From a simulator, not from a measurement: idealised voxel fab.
The process module that follows is named voxel ribs on slabs.
The cross-section on display is named cut; it measures 170 nm wide, and its cells are 5 nm squares.
Each cross-section below is a grid of square cells, stated as bands in top-down order, with one or more rows of cells making up each band.
Look at the band entry: it leads with the top's height and the bottom's height in nm. Then it lists the materials left to right, with a width in nm for each. The word "all across" on a single material says that material fills the band edge to edge. The word "blank" is empty space.
Zero point of the height axis is 0; under it, received wafer = one material. Lowest band: continues down indefinitely, "0 nm and below".
The two numbers in a width such as "30->40" mark its ends across the band: the first belongs to the top row of cells, the second to the bottom row, and from each row to the next the width moves by the same amount.
"remained unchanged" means the step left every cell of the cross-section as it was.
This entry, "Completely enclosed voids", enumerates those empty regions of no fewer than 8 cells that possess no open connection to the top. Each region is reported in the form width x height at distance, the distance being taken from the left edge, with all three quantities expressed in nm.
after a step's settings: what the simulator itself notes on the step
overlay nm: where the mask lay relative to plan, measured to the right, on steps with a mask; negatives go left.

The process steps that were planned are listed below:
1) RECEIVE: material Si
2) DIRECTIONAL_DEP: material SiO2, thk nm 25
3) DIRECTIONAL_DEP: material SiN, thk nm 20
4) MASKED_ETCH: tone cover, mask id RIB, width nm 20, etch materials SiN, depth nm 15, overlay nm 0
5) PATTERN: tone cover, mask id SLAB, material resist, width nm 60, thk nm 15, overlay nm 0
6) DIRECTIONAL_ETCH: etch materials SiN, depth nm 5
7) STRIP: etch materials resist
8) FILL_DEP: material SiO2, thk nm 25
9) CMP: height nm 60
10) DIRECTIONAL_DEP: material TiN, thk nm 5
11) PATTERN: tone cover, mask id HEATER, material resist, width nm 20, thk nm 15, overlay nm 0
12) DIRECTIONAL_ETCH: etch materials TiN, depth nm 5
13) STRIP: etch materials resist
14) CONFORMAL_DEP: material SiN, thk nm 10
Same starting wafers, different width nm at step 11. Plan value belongs to the first wafer.

Received wafers, first of several: cross-section after step 1:
	0 nm and below  Si all across
	Completely enclosed voids: none

First of several wafers, sectioned at end of module (last step: step 14):
	75 nm to 70 nm  blank=65 / SiN=40 / blank=65
	70 nm to 65 nm  SiN all across
	65 nm to 60 nm  SiN=75 / TiN=20 / SiN=75
	60 nm to 45 nm  SiO2 all across
	45 nm to 30 nm  SiO2=75 / SiN=20 / SiO2=75
	30 nm to 25 nm  SiO2=55 / SiN=60 / SiO2=55
	25 nm to 0 nm  SiO2 all across
	0 nm and below  Si all across
	Completely enclosed voids: none

Cross-section, module end, final of several wafers:
	75 nm to 70 nm  blank=55 / SiN=65 / blank=50
	70 nm to 65 nm  SiN all across
	65 nm to 60 nm  SiN=65 / TiN=45 / SiN=60
	60 nm to 45 nm  SiO2 all across
	45 nm to 30 nm  SiO2=75 / SiN=20 / SiO2=75
	30 nm to 25 nm  SiO2=55 / SiN=60 / SiO2=55
	25 nm to 0 nm  SiO2 all across
	0 nm and below  Si all across
	Completely enclosed voids: none

Below, a row for every wafer. Read it as the end-of-module picture: for each material the wafer shows its cells gained (+) or lost (-) since it was received, and then its closed voids:
width nm 20 | +96 SiN | +384 SiO2 | +4 TiN | Completely enclosed voids: none
width nm 25 | +96 SiN | +384 SiO2 | +5 TiN | Completely enclosed voids: none
width nm 30 | +96 SiN | +384 SiO2 | +6 TiN | Completely enclosed voids: none
width nm 35 | +96 SiN | +384 SiO2 | +7 TiN | Completely enclosed voids: none
width nm 40 | +96 SiN | +384 SiO2 | +8 TiN | Completely enclosed voids: none
width nm 45 | +96 SiN | +384 SiO2 | +9 TiN | Completely enclosed voids: none
